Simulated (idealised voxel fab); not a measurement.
process module | voxel tone inversion
cross-section cut | 295 nm wide | cells 5 nm
A cross-section is a grid of square cells, given in bands from the top down. A band is one or more rows of cells.
Each band's line starts with the height of the band's top and of its bottom, in nm. Then come its materials from left to right, each with its width in nm. One material with "throughout" fills the band from edge to edge. "air" is empty space.
Height 0 is the level under which the wafer as received is all one material. The lowest band goes on downwards, as in "0 down".
A width such as "30 to 40" changes by the same amount from each row of cells to the next, from the band's top row to its bottom row.
"no change" after a step means that no cell of the cross-section changed.
closed voids: empty space of 8 cells or more with no open way to the top, each as width x height at its distance from the left edge, in nm
after a step's settings: what the simulator itself notes on the step
overlay nm, on a step with a mask: how far to the right of its planned place the mask lay; to the left if negative
plan
1 op RECEIVE | material Si
2 op CONFORMAL_DEP | material SiN | thk nm 10
3 op DIRECTIONAL_DEP | material polySi | thk nm 15
4 op PATTERN | tone cover | mask id POSTS | material resist | width nm 15 | pitch nm 40 | thk nm 25 | overlay nm 0
5 op DIRECTIONAL_ETCH | etch materials polySi | depth nm 15
6 op STRIP | etch materials resist
7 op FILL_DEP | material lowk | thk nm 5
8 op CMP | height nm 25
9 op STRIP | etch materials polySi
10 op CONFORMAL_DEP | material TiN | thk nm 5
11 op FILL_DEP | material Ru | thk nm 5
12 op CMP | height nm 25
13 op CONFORMAL_DEP | material SiN | thk nm 5
as received, after step 1
  0 down: Si throughout
  closed voids: none
first wafer at the end, as planned
  30 to 25: SiN throughout
  25 to 15: lowk 120 | TiN 5 | Ru 5 | TiN 5 | lowk 25 | TiN 5 | Ru 5 | TiN 5 | lowk 120
  15 to 10: lowk 120 | TiN 15 | lowk 25 | TiN 15 | lowk 120
  10 to 0: SiN throughout
  0 down: Si throughout
  closed voids: none
second wafer at the end: like start, like plan, one mistake
  30 to 25: SiN throughout
  25 to 15: lowk 120 | TiN 5 | SiN 5 | TiN 5 | lowk 25 | TiN 5 | SiN 5 | TiN 5 | lowk 120
  15 to 10: lowk 120 | TiN 15 | lowk 25 | TiN 15 | lowk 120
  10 to 0: SiN throughout
  0 down: Si throughout
  closed voids: none
what went wrong: step 11 ran as: op FILL_DEP | material SiN | thk nm 5
at the end the second wafer has, in cells: 4 fewer of Ru | 4 more of SiN
